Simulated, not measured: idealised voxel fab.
process module | voxel trench capacitor
cross-section cut | 285 nm wide | cells 5 nm
A cross-section is a grid of square cells, given in bands from the top down. A band is one or more rows of cells.
Each band's line starts with the height of the band's top and of its bottom, in nm. Then come its materials from left to right, each with its width in nm. One material with "throughout" fills the band from edge to edge. "air" is empty space.
Height 0 is the level under which the wafer as received is all one material. The lowest band goes on downwards, as in "0 down".
A width such as "30 to 40" changes by the same amount from each row of cells to the next, from the band's top row to its bottom row.
"no change" after a step means that no cell of the cross-section changed.
closed voids: empty space of 8 cells or more with no open way to the top, each as width x height at its distance from the left edge, in nm
after a step's settings: what the simulator itself notes on the step
overlay nm, on a step with a mask: how far to the right of its planned place the mask lay; to the left if negative
plan
1 op RECEIVE | material Si
2 op CONFORMAL_DEP | material SiN | thk nm 5
3 op DIRECTIONAL_DEP | material aC | thk nm 10
4 op PATTERN | tone open | mask id TRENCH | material resist | width nm 30 | pitch nm 60 | thk nm 25 | overlay nm 0
5 op DIRECTIONAL_ETCH | etch materials aC | depth nm 10
6 op STRIP | etch materials resist
7 op DIRECTIONAL_ETCH | etch materials SiN | depth nm 5
8 op DIRECTIONAL_ETCH | etch materials Si | depth nm 30
9 op STRIP | etch materials aC
10 op CONFORMAL_DEP | material HfO2 | thk nm 5
11 op CONFORMAL_DEP | material TiN | thk nm 5
12 op FILL_DEP | material W | thk nm 10
13 op CMP | height nm 5
first wafer, as planned
as received, after step 1
  0 down: Si throughout
  closed voids: none
after step 2
  5 to 0: SiN throughout
  below 0: unchanged
after step 3
  15 to 5: aC throughout
  below 5: unchanged
after step 4
  40 to 15: resist 35 | air 30 | resist 30 | air 30 | resist 30 | air 30 | resist 30 | air 30 | resist 40
  below 15: unchanged
after step 5
  30 to 15: resist 35 | air 30 | resist 30 | air 30 | resist 30 | air 30 | resist 30 | air 30 | resist 40
  15 to 5: aC 35 | air 30 | aC 30 | air 30 | aC 30 | air 30 | aC 30 | air 30 | aC 40
  below 5: unchanged
after step 6
  15 to 5: aC 35 | air 30 | aC 30 | air 30 | aC 30 | air 30 | aC 30 | air 30 | aC 40
  below 5: unchanged
after step 7
  15 to 5: aC 35 | air 30 | aC 30 | air 30 | aC 30 | air 30 | aC 30 | air 30 | aC 40
  5 to 0: SiN 35 | air 30 | SiN 30 | air 30 | SiN 30 | air 30 | SiN 30 | air 30 | SiN 40
  below 0: unchanged
after step 8
  15 to 5: aC 35 | air 30 | aC 30 | air 30 | aC 30 | air 30 | aC 30 | air 30 | aC 40
  5 to 0: SiN 35 | air 30 | SiN 30 | air 30 | SiN 30 | air 30 | SiN 30 | air 30 | SiN 40
  0 to -30: Si 35 | air 30 | Si 30 | air 30 | Si 30 | air 30 | Si 30 | air 30 | Si 40
  below -30: unchanged
after step 9
  5 to 0: SiN 35 | air 30 | SiN 30 | air 30 | SiN 30 | air 30 | SiN 30 | air 30 | SiN 40
  below 0: unchanged
after step 10
  10 to 5: HfO2 40 | air 20 | HfO2 40 | air 20 | HfO2 40 | air 20 | HfO2 40 | air 20 | HfO2 45
  5 to 0: SiN 35 | HfO2 5 | air 20 | HfO2 5 | SiN 30 | HfO2 5 | air 20 | HfO2 5 | SiN 30 | HfO2 5 | air 20 | HfO2 5 | SiN 30 | HfO2 5 | air 20 | HfO2 5 | SiN 40
  0 to -25: Si 35 | HfO2 5 | air 20 | HfO2 5 | Si 30 | HfO2 5 | air 20 | HfO2 5 | Si 30 | HfO2 5 | air 20 | HfO2 5 | Si 30 | HfO2 5 | air 20 | HfO2 5 | Si 40
  -25 to -30: Si 35 | HfO2 30 | Si 30 | HfO2 30 | Si 30 | HfO2 30 | Si 30 | HfO2 30 | Si 40
  below -30: unchanged
after step 11
  15 to 10: TiN 45 | air 10 | TiN 50 | air 10 | TiN 50 | air 10 | TiN 50 | air 10 | TiN 50
  10 to 5: HfO2 40 | TiN 5 | air 10 | TiN 5 | HfO2 40 | TiN 5 | air 10 | TiN 5 | HfO2 40 | TiN 5 | air 10 | TiN 5 | HfO2 40 | TiN 5 | air 10 | TiN 5 | HfO2 45
  5 to 0: SiN 35 | HfO2 5 | TiN 5 | air 10 | TiN 5 | HfO2 5 | SiN 30 | HfO2 5 | TiN 5 | air 10 | TiN 5 | HfO2 5 | SiN 30 | HfO2 5 | TiN 5 | air 10 | TiN 5 | HfO2 5 | SiN 30 | HfO2 5 | TiN 5 | air 10 | TiN 5 | HfO2 5 | SiN 40
  0 to -20: Si 35 | HfO2 5 | TiN 5 | air 10 | TiN 5 | HfO2 5 | Si 30 | HfO2 5 | TiN 5 | air 10 | TiN 5 | HfO2 5 | Si 30 | HfO2 5 | TiN 5 | air 10 | TiN 5 | HfO2 5 | Si 30 | HfO2 5 | TiN 5 | air 10 | TiN 5 | HfO2 5 | Si 40
  -20 to -25: Si 35 | HfO2 5 | TiN 20 | HfO2 5 | Si 30 | HfO2 5 | TiN 20 | HfO2 5 | Si 30 | HfO2 5 | TiN 20 | HfO2 5 | Si 30 | HfO2 5 | TiN 20 | HfO2 5 | Si 40
  below -25: unchanged
after step 12
  25 to 15: W throughout
  15 to 10: TiN 45 | W 10 | TiN 50 | W 10 | TiN 50 | W 10 | TiN 50 | W 10 | TiN 50
  10 to 5: HfO2 40 | TiN 5 | W 10 | TiN 5 | HfO2 40 | TiN 5 | W 10 | TiN 5 | HfO2 40 | TiN 5 | W 10 | TiN 5 | HfO2 40 | TiN 5 | W 10 | TiN 5 | HfO2 45
  5 to 0: SiN 35 | HfO2 5 | TiN 5 | W 10 | TiN 5 | HfO2 5 | SiN 30 | HfO2 5 | TiN 5 | W 10 | TiN 5 | HfO2 5 | SiN 30 | HfO2 5 | TiN 5 | W 10 | TiN 5 | HfO2 5 | SiN 30 | HfO2 5 | TiN 5 | W 10 | TiN 5 | HfO2 5 | SiN 40
  0 to -20: Si 35 | HfO2 5 | TiN 5 | W 10 | TiN 5 | HfO2 5 | Si 30 | HfO2 5 | TiN 5 | W 10 | TiN 5 | HfO2 5 | Si 30 | HfO2 5 | TiN 5 | W 10 | TiN 5 | HfO2 5 | Si 30 | HfO2 5 | TiN 5 | W 10 | TiN 5 | HfO2 5 | Si 40
  below -20: unchanged
after step 13
  5 to 0: SiN 35 | HfO2 5 | TiN 5 | W 10 | TiN 5 | HfO2 5 | SiN 30 | HfO2 5 | TiN 5 | W 10 | TiN 5 | HfO2 5 | SiN 30 | HfO2 5 | TiN 5 | W 10 | TiN 5 | HfO2 5 | SiN 30 | HfO2 5 | TiN 5 | W 10 | TiN 5 | HfO2 5 | SiN 40
  below 0: unchanged
second wafer: like start, like plan, one mistake. Through step 7 it matches the first wafer
when step 8 should have ended
  15 to 5: aC 35 | air 30 | aC 30 | air 30 | aC 30 | air 30 | aC 30 | air 30 | aC 40
  5 to 0: SiN 35 | air 30 | SiN 30 | air 30 | SiN 30 | air 30 | SiN 30 | air 30 | SiN 40
  0 to -60: Si 35 | air 30 | Si 30 | air 30 | Si 30 | air 30 | Si 30 | air 30 | Si 40
  below -60: unchanged
when step 9 should have ended
  5 to 0: SiN 35 | air 30 | SiN 30 | air 30 | SiN 30 | air 30 | SiN 30 | air 30 | SiN 40
  below 0: unchanged
when step 10 should have ended
  10 to 5: HfO2 40 | air 20 | HfO2 40 | air 20 | HfO2 40 | air 20 | HfO2 40 | air 20 | HfO2 45
  5 to 0: SiN 35 | HfO2 5 | air 20 | HfO2 5 | SiN 30 | HfO2 5 | air 20 | HfO2 5 | SiN 30 | HfO2 5 | air 20 | HfO2 5 | SiN 30 | HfO2 5 | air 20 | HfO2 5 | SiN 40
  0 to -55: Si 35 | HfO2 5 | air 20 | HfO2 5 | Si 30 | HfO2 5 | air 20 | HfO2 5 | Si 30 | HfO2 5 | air 20 | HfO2 5 | Si 30 | HfO2 5 | air 20 | HfO2 5 | Si 40
  -55 to -60: Si 35 | HfO2 30 | Si 30 | HfO2 30 | Si 30 | HfO2 30 | Si 30 | HfO2 30 | Si 40
  below -60: unchanged
when step 11 should have ended
  15 to 10: TiN 45 | air 10 | TiN 50 | air 10 | TiN 50 | air 10 | TiN 50 | air 10 | TiN 50
  10 to 5: HfO2 40 | TiN 5 | air 10 | TiN 5 | HfO2 40 | TiN 5 | air 10 | TiN 5 | HfO2 40 | TiN 5 | air 10 | TiN 5 | HfO2 40 | TiN 5 | air 10 | TiN 5 | HfO2 45
  5 to 0: SiN 35 | HfO2 5 | TiN 5 | air 10 | TiN 5 | HfO2 5 | SiN 30 | HfO2 5 | TiN 5 | air 10 | TiN 5 | HfO2 5 | SiN 30 | HfO2 5 | TiN 5 | air 10 | TiN 5 | HfO2 5 | SiN 30 | HfO2 5 | TiN 5 | air 10 | TiN 5 | HfO2 5 | SiN 40
  0 to -50: Si 35 | HfO2 5 | TiN 5 | air 10 | TiN 5 | HfO2 5 | Si 30 | HfO2 5 | TiN 5 | air 10 | TiN 5 | HfO2 5 | Si 30 | HfO2 5 | TiN 5 | air 10 | TiN 5 | HfO2 5 | Si 30 | HfO2 5 | TiN 5 | air 10 | TiN 5 | HfO2 5 | Si 40
  -50 to -55: Si 35 | HfO2 5 | TiN 20 | HfO2 5 | Si 30 | HfO2 5 | TiN 20 | HfO2 5 | Si 30 | HfO2 5 | TiN 20 | HfO2 5 | Si 30 | HfO2 5 | TiN 20 | HfO2 5 | Si 40
  below -55: unchanged
when step 12 should have ended
  25 to 15: W throughout
  15 to 10: TiN 45 | W 10 | TiN 50 | W 10 | TiN 50 | W 10 | TiN 50 | W 10 | TiN 50
  10 to 5: HfO2 40 | TiN 5 | W 10 | TiN 5 | HfO2 40 | TiN 5 | W 10 | TiN 5 | HfO2 40 | TiN 5 | W 10 | TiN 5 | HfO2 40 | TiN 5 | W 10 | TiN 5 | HfO2 45
  5 to 0: SiN 35 | HfO2 5 | TiN 5 | W 10 | TiN 5 | HfO2 5 | SiN 30 | HfO2 5 | TiN 5 | W 10 | TiN 5 | HfO2 5 | SiN 30 | HfO2 5 | TiN 5 | W 10 | TiN 5 | HfO2 5 | SiN 30 | HfO2 5 | TiN 5 | W 10 | TiN 5 | HfO2 5 | SiN 40
  0 to -50: Si 35 | HfO2 5 | TiN 5 | W 10 | TiN 5 | HfO2 5 | Si 30 | HfO2 5 | TiN 5 | W 10 | TiN 5 | HfO2 5 | Si 30 | HfO2 5 | TiN 5 | W 10 | TiN 5 | HfO2 5 | Si 30 | HfO2 5 | TiN 5 | W 10 | TiN 5 | HfO2 5 | Si 40
  below -50: unchanged
when step 13 should have ended
  5 to 0: SiN 35 | HfO2 5 | TiN 5 | W 10 | TiN 5 | HfO2 5 | SiN 30 | HfO2 5 | TiN 5 | W 10 | TiN 5 | HfO2 5 | SiN 30 | HfO2 5 | TiN 5 | W 10 | TiN 5 | HfO2 5 | SiN 30 | HfO2 5 | TiN 5 | W 10 | TiN 5 | HfO2 5 | SiN 40
  below 0: unchanged
what went wrong: step 8 was run twice
at the end the second wafer has, in cells: 48 more of HfO2 | 144 fewer of Si | 48 more of TiN | 48 more of W
